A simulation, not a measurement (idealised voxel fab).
process module | voxel wiring stack
Square cells of 5 nm make up the cross-section cut, whose width is 205 nm.
A cross-section in this document is a grid of square cells, and it is written down as bands, the top band listed before the ones below it; a band is made up of one or more rows of cells. First you get the band's top height and its bottom height, in nm, and then the materials it's made of, left to right, with each width in nm. If you see a single material with "all across", that one covers the band edge to edge. "blank" is empty space. The level at which height equals 0 is the one under which the wafer, as it arrives, is entirely one material. No lower edge exists for the bottom band, which continues downward and is notated as in "z 0 and below". The two numbers in a width such as "30->40" mark its ends across the band: the first belongs to the top row of cells, the second to the bottom row, and from each row to the next the width moves by the same amount. Where a step carries "remains unaltered", the cross-section came out of it unchanged, cell for cell. Empty spaces counting at least 8 cells and having no open way to the top are listed in "Closed void entries". The notation width x height at distance is used for each, the distance being from the left edge and all three values in nm. It should be noted that, on the line of a given step, the content following the step's settings is a remark produced by the simulator itself with respect to that step. When a step includes a mask, the "overlay nm" setting on its line states how far to the right of its planned place that mask lay, and negative values state how far to the left.

**Process steps (planned)**
1,RECEIVE, material Si
2,CONFORMAL_DEP, material SiO2, thk nm 10
3,DIRECTIONAL_DEP, material TiN, thk nm 5
4,DIRECTIONAL_DEP, material Ru, thk nm 25
5,PATTERN, tone cover, mask id METAL_1, material resist, width nm 30, pitch nm 50, thk nm 20, overlay nm 0
6,DIRECTIONAL_ETCH, etch materials Ru, depth nm 25
7,DIRECTIONAL_ETCH, etch materials TiN, depth nm 5
8,STRIP, etch materials resist
9,FILL_DEP, material SiO2, thk nm 10
10,CMP, height nm 40
11,CONFORMAL_DEP, material SiCN, thk nm 5
12,DIRECTIONAL_DEP, material SiO2, thk nm 15
13,MASKED_ETCH, tone open, mask id PLUG_1, width nm 15, pitch nm 50, etch materials SiO2, depth nm 15, overlay nm 0
14,MASKED_ETCH, tone open, mask id PLUG_1, width nm 15, pitch nm 50, etch materials SiCN, depth nm 5, overlay nm 0
15,CONFORMAL_DEP, material TiN, thk nm 5
16,FILL_DEP, material Cu, thk nm 5
17,CMP, height nm 60
18,CONFORMAL_DEP, material SiN, thk nm 5
19,DIRECTIONAL_DEP, material SiO2, thk nm 25
20,DIRECTIONAL_DEP, material aC, thk nm 10
21,PATTERN, tone open, mask id METAL_2, material resist, width nm 30, pitch nm 50, thk nm 25, overlay nm 0
22,DIRECTIONAL_ETCH, etch materials aC, depth nm 10
23,STRIP, etch materials resist
24,DIRECTIONAL_ETCH, etch materials SiO2, depth nm 25
25,DIRECTIONAL_ETCH, etch materials SiN, depth nm 5
26,STRIP, etch materials aC
27,CONFORMAL_DEP, material TiN, thk nm 5
28,FILL_DEP, material Cu, thk nm 5
29,CMP, height nm 90
30,CONFORMAL_DEP, material SiCN, thk nm 5

**Wafer cross-section on receipt, i.e. after step 1**
z 0 and below  Si all across
Closed void entries: none

**The plan above was carried out on the starting structure above with one mistake, and this cross-section shows the wafer at the end of the module**
z 95 to 90  SiCN all across
z 90 to 65  Cu 30 / TiN 5 / SiO2 30 / TiN 5 / Cu 10 / TiN 5 / SiO2 30 / TiN 5 / Cu 10 / TiN 5 / SiO2 30 / TiN 5 / Cu 35
z 65 to 60  TiN 35 / SiN 30 / TiN 20 / SiN 30 / TiN 20 / SiN 30 / TiN 40
z 60 to 45  SiO2 35 / TiN 5 / Cu 5 / TiN 5 / SiO2 35 / TiN 5 / Cu 5 / TiN 5 / SiO2 35 / TiN 5 / Cu 5 / TiN 5 / SiO2 55
z 45 to 40  SiCN 35 / TiN 15 / SiCN 35 / TiN 15 / SiCN 35 / TiN 15 / SiCN 55
z 40 to 15  SiO2 35 / Ru 30 / SiO2 20 / Ru 30 / SiO2 20 / Ru 30 / SiO2 40
z 15 to 10  SiO2 35 / TiN 30 / SiO2 20 / TiN 30 / SiO2 20 / TiN 30 / SiO2 40
z 10 to 0  SiO2 all across
z 0 and below  Si all across
Closed void entries: none
So what did we get wrong on this run? heads up, step 21 didn't go per plan, it actually ran as PATTERN, tone cover, mask id METAL_2, material resist, width nm 30, pitch nm 50, thk nm 25, overlay nm 0
